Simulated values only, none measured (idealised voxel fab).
process module | voxel wiring stack
cross-section cut | 250 nm wide | cells 5 nm
A cross-section is a grid of square cells, given in bands from the top down. A band is one or more rows of cells.
Each band's line starts with the height of the band's top and of its bottom, in nm. Then come its materials from left to right, each with its width in nm. One material with "throughout" fills the band from edge to edge. "air" is empty space.
Height 0 is the level under which the wafer as received is all one material. The lowest band goes on downwards, as in "0 down".
A width such as "30 to 40" changes by the same amount from each row of cells to the next, from the band's top row to its bottom row.
"no change" after a step means that no cell of the cross-section changed.
closed voids: empty space of 8 cells or more with no open way to the top, each as width x height at its distance from the left edge, in nm
after a step's settings: what the simulator itself notes on the step
overlay nm, on a step with a mask: how far to the right of its planned place the mask lay; to the left if negative
plan
1 op RECEIVE | material Si
2 op CONFORMAL_DEP | material SiO2 | thk nm 10
3 op CONFORMAL_DEP | material SiN | thk nm 5
4 op DIRECTIONAL_DEP | material SiO2 | thk nm 15
5 op MASKED_ETCH | tone open | mask id METAL_1 | width nm 25 | pitch nm 50 | etch materials SiO2 | depth nm 15 | overlay nm 0
6 op MASKED_ETCH | tone open | mask id METAL_1 | width nm 25 | pitch nm 50 | etch materials SiN | depth nm 5 | overlay nm 0
7 op CONFORMAL_DEP | material TiN | thk nm 5
8 op FILL_DEP | material Cu | thk nm 10
9 op CMP | height nm 30
10 op EPI | material Ru | thk nm 5
11 op FILL_DEP | material SiCN | thk nm 5
12 op DIRECTIONAL_DEP | material lowk | thk nm 15
13 op MASKED_ETCH | tone open | mask id PLUG_1 | width nm 15 | pitch nm 50 | etch materials lowk | depth nm 15 | overlay nm 0
14 op MASKED_ETCH | tone open | mask id PLUG_1 | width nm 15 | pitch nm 50 | etch materials SiCN | depth nm 5 | overlay nm 0
15 op EPI | material Ru | thk nm 10
16 op EPI | material Ru | thk nm 10
17 op CONFORMAL_DEP | material SiN | thk nm 5
18 op DIRECTIONAL_DEP | material SiO2 | thk nm 25
19 op PATTERN | tone open | mask id METAL_2 | material resist | width nm 25 | pitch nm 50 | thk nm 20 | overlay nm 0
20 op DIRECTIONAL_ETCH | etch materials SiO2 | depth nm 25
21 op DIRECTIONAL_ETCH | etch materials SiN | depth nm 5
22 op STRIP | etch materials resist
23 op CONFORMAL_DEP | material TiN | thk nm 5
24 op FILL_DEP | material Cu | thk nm 5
25 op CMP | height nm 85
26 op CONFORMAL_DEP | material SiN | thk nm 5
as received, after step 1
  0 down: Si throughout
  closed voids: none
first wafer at the end, as planned
  90 to 85: SiN throughout
  85 to 60: SiO2 85 | TiN 5 | Cu 15 | TiN 5 | SiO2 25 | TiN 5 | Cu 15 | TiN 5 | SiO2 90
  60 to 55: SiN 85 | TiN 25 | SiN 25 | TiN 25 | SiN 90
  55 to 40: lowk 85 | Ru 15 | lowk 35 | Ru 15 | lowk 100
  40 to 30: SiCN 85 to 80 | Ru 15 to 35 | SiCN 35 to 15 | Ru 15 to 35 | SiCN 100 to 85
  30 to 15: SiO2 85 | TiN 5 | Cu 15 | TiN 5 | SiO2 25 | TiN 5 | Cu 15 | TiN 5 | SiO2 90
  15 to 10: SiN 85 | TiN 25 | SiN 25 | TiN 25 | SiN 90
  10 to 0: SiO2 throughout
  0 down: Si throughout
  closed voids: none
second wafer at the end: like start, like plan, one mistake
  90 to 85: SiN throughout
  85 to 60: SiO2 85 | TiN 5 | Cu 15 | TiN 5 | SiO2 25 | TiN 5 | Cu 15 | TiN 5 | SiO2 90
  60 to 55: SiN 85 | TiN 25 | SiN 25 | TiN 25 | SiN 90
  55 to 40: lowk 85 | Ru 15 | lowk 35 | Ru 15 | lowk 100
  40 to 30: SiCN 85 to 80 | Ru 15 to 35 | SiCN 35 to 15 | Ru 15 to 35 | SiCN 100 to 85
  30 to 20: SiO2 85 | TiN 5 | Cu 15 | TiN 5 | SiO2 25 | TiN 5 | Cu 15 | TiN 5 | SiO2 90
  20 to 15: SiO2 85 | TiN 25 | SiO2 25 | TiN 25 | SiO2 90
  15 to 5: SiO2 throughout
  5 to 0: SiN throughout
  0 down: Si throughout
  closed voids: none
what went wrong: steps 2 and 3 were swapped
at the end the second wafer has, in cells: 6 fewer of Cu | 10 more of SiN | 4 fewer of TiN
